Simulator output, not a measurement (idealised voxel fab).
The following is a process module called voxel local oxidation.
Cross-section cut spans 255 nm and uses square cells 5 nm in size.
A cross-section is written here as square cells arranged in a grid, and it is given in bands from the top down, each band taking up one or more rows of cells.
Band entry format. Leading values: height of top, height of bottom, nm. Remainder: materials in left-to-right order, each with its width in nm. Special words: "everywhere" on a single material, which then fills the band edge to edge; "blank", empty space.
Below 0: as-received wafer, all one material; heights counted from there. Lowest band: no bottom, goes on down, written "from 0 down".
The width entry "30 to 40" should be interpreted row by row: the top row of cells in the band takes the first number, the bottom row takes the second number, and the change between adjacent rows is uniform throughout.
The cross-section has no changed cell in any step marked "all unchanged".
So "Enclosed void inventory" is basically the list of trapped voids: any empty space of 8 cells or more that can't reach the top through an opening. They're written width x height at distance, the distance being from the left edge, and it's all nm.
Text after the settings on a step's line: the simulator's own remark on that step.
overlay nm: on a step with a mask, how far right of its planned place the mask lay; negative means left.
Note: before/after cross-section pairs follow, one process step per pair, after-side truncated at the lowest changed band, step and settings given beneath. Different runs of this module on the same starting wafer may supply the pairs; a pair continues the one above only where the "Preceding state" entry says so.
### Preceding state
* from 0 down | Si everywhere
* Enclosed void inventory: none
### Post-Step Cross-Section
* from 5 to 0 | SiO2 everywhere
* For the remainder of the cross-section, below 0, there is no change.
* Enclosed void inventory: none
Going from the before section above to the after section, the step was CONFORMAL_DEP [material SiO2] [thk nm 5]
Preceding state: check the pair just above; its after cross-section is our before state.
### Post-Step Cross-Section
* from 20 to 5 | SiN everywhere
* For the remainder of the cross-section, below 5, there is no change.
* Enclosed void inventory: none
Going from the before section above to the after section, the step was CONFORMAL_DEP [material SiN] [thk nm 15]
Preceding state: check the pair just above; its after cross-section is our before state.
### Post-Step Cross-Section
* from 35 to 20 | blank (75), then resist (105), then blank (75)
* For the remainder of the cross-section, below 20, there is no change.
* Enclosed void inventory: none
Going from the before section above to the after section, the step was PATTERN [tone cover] [mask id ACTIVE] [material resist] [width nm 105] [thk nm 15] [overlay nm 0]
Preceding state: check the pair just above; its after cross-section is our before state.
### Post-Step Cross-Section
* from 35 to 20 | blank (75), then resist (105), then blank (75)
* from 20 to 5 | blank (75), then SiN (105), then blank (75)
* For the remainder of the cross-section, below 5, there is no change.
* Enclosed void inventory: none
Going from the before section above to the after section, the step was DIRECTIONAL_ETCH [etch materials SiN] [depth nm 15]
Preceding state: check the pair just above; its after cross-section is our before state.
### Post-Step Cross-Section
* from 20 to 5 | blank (75), then SiN (105), then blank (75)
* For the remainder of the cross-section, below 5, there is no change.
* Enclosed void inventory: none
Going from the before section above to the after section, the step was STRIP [etch materials resist]
Preceding state: check the pair just above; its after cross-section is our before state.
### Post-Step Cross-Section
* from 20 to 5 | blank (75), then SiN (105), then blank (75)
* from 5 to 0 | blank (80), then SiO2 (95), then blank (80)
* For the remainder of the cross-section, below 0, there is no change.
* Enclosed void inventory: none
Going from the before section above to the after section, the step was SELECTIVE_ETCH [etch materials SiO2] [depth nm 5]
Preceding state: check the pair just above; its after cross-section is our before state.
### Post-Step Cross-Section
* from 20 to 5 | blank (75), then SiN (105), then blank (75)
* from 5 to 0 | blank (80), then SiO2 (95), then blank (80)
* from 0 to -10 | SiO2 (90), then Si (75), then SiO2 (90)
* For the remainder of the cross-section, below -10, there is no change.
* Enclosed void inventory: none
Going from the before section above to the after section, the step was OXIDIZE [depth nm 10]
Preceding state: check the pair just above; its after cross-section is our before state.
### Post-Step Cross-Section
* from 5 to 0 | blank (80), then SiO2 (95), then blank (80)
* For the remainder of the cross-section, below 0, there is no change.
* Enclosed void inventory: none
Going from the before section above to the after section, the step was STRIP [etch materials SiN]
### Preceding state
* from 0 down | Si everywhere
* Enclosed void inventory: none
### Post-Step Cross-Section
* from 15 to 0 | SiN everywhere
* For the remainder of the cross-section, below 0, there is no change.
* Enclosed void inventory: none
Going from the before section above to the after section, the step was CONFORMAL_DEP [material SiN] [thk nm 15]
Preceding state: check the pair just above; its after cross-section is our before state.
### Post-Step Cross-Section
* from 30 to 15 | blank (75), then resist (105), then blank (75)
* For the remainder of the cross-section, below 15, there is no change.
* Enclosed void inventory: none
Going from the before section above to the after section, the step was PATTERN [tone cover] [mask id ACTIVE] [material resist] [width nm 105] [thk nm 15] [overlay nm 0]
Preceding state: check the pair just above; its after cross-section is our before state.
### Post-Step Cross-Section
* from 30 to 15 | blank (75), then resist (105), then blank (75)
* from 15 to 0 | blank (75), then SiN (105), then blank (75)
* For the remainder of the cross-section, below 0, there is no change.
* Enclosed void inventory: none
Going from the before section above to the after section, the step was DIRECTIONAL_ETCH [etch materials SiN] [depth nm 15]
Preceding state: check the pair just above; its after cross-section is our before state.
### Post-Step Cross-Section
* from 15 to 0 | blank (75), then SiN (105), then blank (75)
* For the remainder of the cross-section, below 0, there is no change.
* Enclosed void inventory: none
Going from the before section above to the after section, the step was STRIP [etch materials resist]
Preceding state: check the pair just above; its after cross-section is our before state.
### Post-Step Cross-Section
* from 15 to 0 | blank (75), then SiN (105), then blank (75)
* from 0 to -10 | SiO2 (85), then Si (85), then SiO2 (85)
* For the remainder of the cross-section, below -10, there is no change.
* Enclosed void inventory: none
Going from the before section above to the after section, the step was OXIDIZE [depth nm 10]
Preceding state: check the pair just above; its after cross-section is our before state.
### Post-Step Cross-Section
* from 0 to -10 | SiO2 (85), then Si (85), then SiO2 (85)
* For the remainder of the cross-section, below -10, there is no change.
* Enclosed void inventory: none
Going from the before section above to the after section, the step was STRIP [etch materials SiN]
### Preceding state
* from 35 to 20 | blank (75), then resist (105), then blank (75)
* from 20 to 5 | blank (75), then SiN (105), then blank (75)
* from 5 to 0 | SiO2 everywhere
* from 0 down | Si everywhere
* Enclosed void inventory: none
### Post-Step Cross-Section
* from 35 to 20 | blank (75), then resist (105), then blank (75)
* from 20 to 5 | blank (75), then SiN (105), then blank (75)
* from 5 to 0 | blank (80), then SiO2 (95), then blank (80)
* For the remainder of the cross-section, below 0, there is no change.
* Enclosed void inventory: none
Going from the before section above to the after section, the step was SELECTIVE_ETCH [etch materials SiO2] [depth nm 5]
Preceding state: check the pair just above; its after cross-section is our before state.
### Post-Step Cross-Section
* from 20 to 5 | blank (75), then SiN (105), then blank (75)
* For the remainder of the cross-section, below 5, there is no change.
* Enclosed void inventory: none
Going from the before section above to the after section, the step was STRIP [etch materials resist]
Preceding state: check the pair just above; its after cross-section is our before state.
### Post-Step Cross-Section
* from 20 to 5 | blank (75), then SiN (105), then blank (75)
* from 5 to 0 | blank (80), then SiO2 (95), then blank (80)
* from 0 to -20 | SiO2 (100), then Si (55), then SiO2 (100)
* For the remainder of the cross-section, below -20, there is no change.
* Enclosed void inventory: none
Going from the before section above to the after section, the step was OXIDIZE [depth nm 20]
Preceding state: check the pair just above; its after cross-section is our before state.
### Post-Step Cross-Section
* from 5 to 0 | blank (80), then SiO2 (95), then blank (80)
* For the remainder of the cross-section, below 0, there is no change.
* Enclosed void inventory: none
Going from the before section above to the after section, the step was STRIP [etch materials SiN]
### Preceding state
* from 20 to 5 | SiN everywhere
* from 5 to 0 | SiO2 everywhere
* from 0 down | Si everywhere
* Enclosed void inventory: none
### Post-Step Cross-Section
* from 35 to 20 | blank (70), then resist (115), then blank (70)
* For the remainder of the cross-section, below 20, there is no change.
* Enclosed void inventory: none
Going from the before section above to the after section, the step was PATTERN [tone cover] [mask id ACTIVE] [material resist] [width nm 115] [thk nm 15] [overlay nm 0]
Preceding state: check the pair just above; its after cross-section is our before state.
### Post-Step Cross-Section
* from 35 to 20 | blank (70), then resist (115), then blank (70)
* from 20 to 5 | blank (70), then SiN (115), then blank (70)
* For the remainder of the cross-section, below 5, there is no change.
* Enclosed void inventory: none
Going from the before section above to the after section, the step was DIRECTIONAL_ETCH [etch materials SiN] [depth nm 15]
Preceding state: check the pair just above; its after cross-section is our before state.
### Post-Step Cross-Section
* from 20 to 5 | blank (70), then SiN (115), then blank (70)
* For the remainder of the cross-section, below 5, there is no change.
* Enclosed void inventory: none
Going from the before section above to the after section, the step was STRIP [etch materials resist]
Preceding state: check the pair just above; its after cross-section is our before state.
### Post-Step Cross-Section
* from 20 to 5 | blank (70), then SiN (115), then blank (70)
* from 5 to 0 | blank (75), then SiO2 (105), then blank (75)
* For the remainder of the cross-section, below 0, there is no change.
* Enclosed void inventory: none
Going from the before section above to the after section, the step was SELECTIVE_ETCH [etch materials SiO2] [depth nm 5]
Preceding state: check the pair just above; its after cross-section is our before state.
### Post-Step Cross-Section
* from 20 to 5 | blank (70), then SiN (115), then blank (70)
* from 5 to 0 | blank (75), then SiO2 (105), then blank (75)
* from 0 to -10 | SiO2 (85), then Si (85), then SiO2 (85)
* For the remainder of the cross-section, below -10, there is no change.
* Enclosed void inventory: none
Going from the before section above to the after section, the step was OXIDIZE [depth nm 10]
Preceding state: check the pair just above; its after cross-section is our before state.
### Post-Step Cross-Section
* from 5 to 0 | blank (75), then SiO2 (105), then blank (75)
* For the remainder of the cross-section, below 0, there is no change.
* Enclosed void inventory: none
Going from the before section above to the after section, the step was STRIP [etch materials SiN]
### Preceding state
* from 20 to 5 | SiN everywhere
* from 5 to 0 | SiO2 everywhere
* from 0 down | Si everywhere
* Enclosed void inventory: none
### Post-Step Cross-Section
* from 35 to 20 | blank (65), then resist (105), then blank (85)
* For the remainder of the cross-section, below 20, there is no change.
* Enclosed void inventory: none
Going from the before section above to the after section, the step was PATTERN [tone cover] [mask id ACTIVE] [material resist] [width nm 105] [thk nm 15] [overlay nm -10]
Preceding state: check the pair just above; its after cross-section is our before state.
### Post-Step Cross-Section
* from 35 to 20 | blank (65), then resist (105), then blank (85)
* from 20 to 5 | blank (65), then SiN (105), then blank (85)
* For the remainder of the cross-section, below 5, there is no change.
* Enclosed void inventory: none
Going from the before section above to the after section, the step was DIRECTIONAL_ETCH [etch materials SiN] [depth nm 15]
Preceding state: check the pair just above; its after cross-section is our before state.
### Post-Step Cross-Section
* from 20 to 5 | blank (65), then SiN (105), then blank (85)
* For the remainder of the cross-section, below 5, there is no change.
* Enclosed void inventory: none
Going from the before section above to the after section, the step was STRIP [etch materials resist]
Preceding state: check the pair just above; its after cross-section is our before state.
### Post-Step Cross-Section
* from 20 to 5 | blank (65), then SiN (105), then blank (85)
* from 5 to 0 | blank (70), then SiO2 (95), then blank (90)
* For the remainder of the cross-section, below 0, there is no change.
* Enclosed void inventory: none
Going from the before section above to the after section, the step was SELECTIVE_ETCH [etch materials SiO2] [depth nm 5]
Preceding state: check the pair just above; its after cross-section is our before state.
### Post-Step Cross-Section
* from 20 to 5 | blank (65), then SiN (105), then blank (85)
* from 5 to 0 | blank (70), then SiO2 (95), then blank (90)
* from 0 to -10 | SiO2 (80), then Si (75), then SiO2 (100)
* For the remainder of the cross-section, below -10, there is no change.
* Enclosed void inventory: none
Going from the before section above to the after section, the step was OXIDIZE [depth nm 10]
Preceding state: check the pair just above; its after cross-section is our before state.
### Post-Step Cross-Section
* from 5 to 0 | blank (70), then SiO2 (95), then blank (90)
* For the remainder of the cross-section, below 0, there is no change.
* Enclosed void inventory: none
Going from the before section above to the after section, the step was STRIP [etch materials SiN]
### Preceding state
* from 5 to 0 | SiO2 everywhere
* from 0 down | Si everywhere
* Enclosed void inventory: none
### Post-Step Cross-Section
* from 20 to 0 | SiO2 everywhere
* For the remainder of the cross-section, below 0, there is no change.
* Enclosed void inventory: none
Going from the before section above to the after section, the step was CONFORMAL_DEP [material SiO2] [thk nm 15]
Preceding state: check the pair just above; its after cross-section is our before state.
### Post-Step Cross-Section
* from 35 to 20 | blank (75), then resist (105), then blank (75)
* For the remainder of the cross-section, below 20, there is no change.
* Enclosed void inventory: none
Going from the before section above to the after section, the step was PATTERN [tone cover] [mask id ACTIVE] [material resist] [width nm 105] [thk nm 15] [overlay nm 0]
Preceding state: check the pair just above; its after cross-section is our before state.
### Post-Step Cross-Section
* from 20 to 0 | SiO2 everywhere
* For the remainder of the cross-section, below 0, there is no change.
* Enclosed void inventory: none
Going from the before section above to the after section, the step was STRIP [etch materials resist]
Preceding state: check the pair just above; its after cross-section is our before state.
### Post-Step Cross-Section
* from 15 to 0 | SiO2 everywhere
* For the remainder of the cross-section, below 0, there is no change.
* Enclosed void inventory: none
Going from the before section above to the after section, the step was SELECTIVE_ETCH [etch materials SiO2] [depth nm 5]
### Preceding state
* from 20 to 5 | SiN everywhere
* from 5 to 0 | SiO2 everywhere
* from 0 down | Si everywhere
* Enclosed void inventory: none
### Post-Step Cross-Section
* from 35 to 20 | resist (75), then blank (105), then resist (75)
* For the remainder of the cross-section, below 20, there is no change.
* Enclosed void inventory: none
Going from the before section above to the after section, the step was PATTERN [tone open] [mask id ACTIVE] [material resist] [width nm 105] [thk nm 15] [overlay nm 0]
Preceding state: check the pair just above; its after cross-section is our before state.
### Post-Step Cross-Section
* from 35 to 20 | resist (75), then blank (105), then resist (75)
* from 20 to 5 | SiN (75), then blank (105), then SiN (75)
* For the remainder of the cross-section, below 5, there is no change.
* Enclosed void inventory: none
Going from the before section above to the after section, the step was DIRECTIONAL_ETCH [etch materials SiN] [depth nm 15]
Preceding state: check the pair just above; its after cross-section is our before state.
### Post-Step Cross-Section
* from 20 to 5 | SiN (75), then blank (105), then SiN (75)
* For the remainder of the cross-section, below 5, there is no change.
* Enclosed void inventory: none
Going from the before section above to the after section, the step was STRIP [etch materials resist]
Preceding state: check the pair just above; its after cross-section is our before state.
### Post-Step Cross-Section
* from 20 to 5 | SiN (75), then blank (105), then SiN (75)
* from 5 to 0 | SiO2 (70), then blank (115), then SiO2 (70)
* For the remainder of the cross-section, below 0, there is no change.
* Enclosed void inventory: none
Going from the before section above to the after section, the step was SELECTIVE_ETCH [etch materials SiO2] [depth nm 5]
Preceding state: check the pair just above; its after cross-section is our before state.
### Post-Step Cross-Section
* from 20 to 5 | SiN (75), then blank (105), then SiN (75)
* from 5 to 0 | SiO2 (70), then blank (115), then SiO2 (70)
* from 0 to -10 | Si (60), then SiO2 (135), then Si (60)
* For the remainder of the cross-section, below -10, there is no change.
* Enclosed void inventory: none
Going from the before section above to the after section, the step was OXIDIZE [depth nm 10]
Preceding state: check the pair just above; its after cross-section is our before state.
### Post-Step Cross-Section
* from 5 to 0 | SiO2 (70), then blank (115), then SiO2 (70)
* For the remainder of the cross-section, below 0, there is no change.
* Enclosed void inventory: none
Going from the before section above to the after section, the step was STRIP [etch materials SiN]
